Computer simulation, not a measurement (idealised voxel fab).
process module | voxel capacitor over wiring
cross-section cut | 265 nm wide | cells 5 nm
A cross-section is a grid of square cells, given in bands from the top down. A band is one or more rows of cells.
Each band's line starts with the height of the band's top and of its bottom, in nm. Then come its materials from left to right, each with its width in nm. One material with "throughout" fills the band from edge to edge. "air" is empty space.
Height 0 is the level under which the wafer as received is all one material. The lowest band goes on downwards, as in "0 down".
A width such as "30 to 40" changes by the same amount from each row of cells to the next, from the band's top row to its bottom row.
"no change" after a step means that no cell of the cross-section changed.
closed voids: empty space of 8 cells or more with no open way to the top, each as width x height at its distance from the left edge, in nm
after a step's settings: what the simulator itself notes on the step
overlay nm, on a step with a mask: how far to the right of its planned place the mask lay; to the left if negative
plan
1 op RECEIVE | material Si
2 op CONFORMAL_DEP | material SiO2 | thk nm 15
3 op CONFORMAL_DEP | material SiN | thk nm 5
4 op DIRECTIONAL_DEP | material SiO2 | thk nm 20
5 op PATTERN | tone open | mask id METAL_1 | material resist | width nm 30 | pitch nm 80 | thk nm 15 | overlay nm 0
6 op DIRECTIONAL_ETCH | etch materials SiO2 | depth nm 20
7 op DIRECTIONAL_ETCH | etch materials SiN | depth nm 5
8 op STRIP | etch materials resist
9 op CONFORMAL_DEP | material TiN | thk nm 5
10 op FILL_DEP | material Ru | thk nm 5
11 op CMP | height nm 40
12 op EPI | material Ru | thk nm 5
13 op FILL_DEP | material SiCN | thk nm 5
14 op DIRECTIONAL_DEP | material SiO2 | thk nm 20
15 op MASKED_ETCH | tone open | mask id PLUG_1 | width nm 15 | etch materials SiO2 | depth nm 20 | overlay nm 0
16 op MASKED_ETCH | tone open | mask id PLUG_1 | width nm 15 | etch materials SiCN | depth nm 5 | overlay nm 0
17 op EPI | material Ru | thk nm 10
18 op EPI | material Ru | thk nm 10
19 op EPI | material Ru | thk nm 5
20 op DIRECTIONAL_DEP | material TiN | thk nm 10
21 op DIRECTIONAL_DEP | material Al2O3 | thk nm 5
22 op DIRECTIONAL_DEP | material TiN | thk nm 10
23 op DIRECTIONAL_DEP | material aC | thk nm 15
24 op PATTERN | tone cover | mask id UPPER_PLATE | material resist | width nm 55 | thk nm 30 | overlay nm 0
25 op DIRECTIONAL_ETCH | etch materials aC | depth nm 15
26 op STRIP | etch materials resist
27 op DIRECTIONAL_ETCH | etch materials TiN | depth nm 10
28 op DIRECTIONAL_ETCH | etch materials Al2O3 | depth nm 5
29 op STRIP | etch materials aC
30 op MASKED_ETCH | tone cover | mask id LOWER_PLATE | width nm 65 | etch materials TiN | depth nm 10 | overlay nm 0
31 op FILL_DEP | material SiO2 | thk nm 15
32 op CMP | height nm 105
33 op DIRECTIONAL_DEP | material aC | thk nm 10
34 op PATTERN | tone open | mask id PLUG_2 | material resist | width nm 15 | thk nm 30 | overlay nm 0
35 op DIRECTIONAL_ETCH | etch materials aC | depth nm 10
36 op STRIP | etch materials resist
37 op DIRECTIONAL_ETCH | etch materials SiO2 | depth nm 10
38 op STRIP | etch materials aC
39 op CONFORMAL_DEP | material TiN | thk nm 5
40 op FILL_DEP | material Cu | thk nm 5
41 op CMP | height nm 105
42 op CONFORMAL_DEP | material SiCN | thk nm 5
as received, after step 1
  0 down: Si throughout
  closed voids: none
a wafer at the end: this start, this plan, one mistake
  110 to 105: SiCN throughout
  105 to 95: SiO2 100 | TiN 45 | SiO2 120
  95 to 90: SiO2 105 | Al2O3 40 | SiO2 120
  90 to 85: SiO2 85 | TiN 5 | SiO2 15 | TiN 45 | SiO2 115
  85 to 75: SiO2 85 to 90 | TiN 65 to 15 | SiO2 115 to 160
  75 to 70: SiO2 90 | Al2O3 15 | SiO2 160
  70 to 60: SiO2 90 | TiN 15 | SiO2 160
  60 to 50: SiO2 throughout
  50 to 45: SiCN throughout
  45 to 40: SiCN 70 | Ru 40 | SiCN 40 | Ru 40 | SiCN 75
  40 to 20: SiO2 75 | TiN 5 | Ru 20 | TiN 5 | SiO2 50 | TiN 5 | Ru 20 | TiN 5 | SiO2 80
  20 to 15: SiN 75 | TiN 30 | SiN 50 | TiN 30 | SiN 80
  15 to 0: SiO2 throughout
  0 down: Si throughout
  closed voids: none
what went wrong: step 14 ran as: op DIRECTIONAL_DEP | material SiO2 | thk nm 30
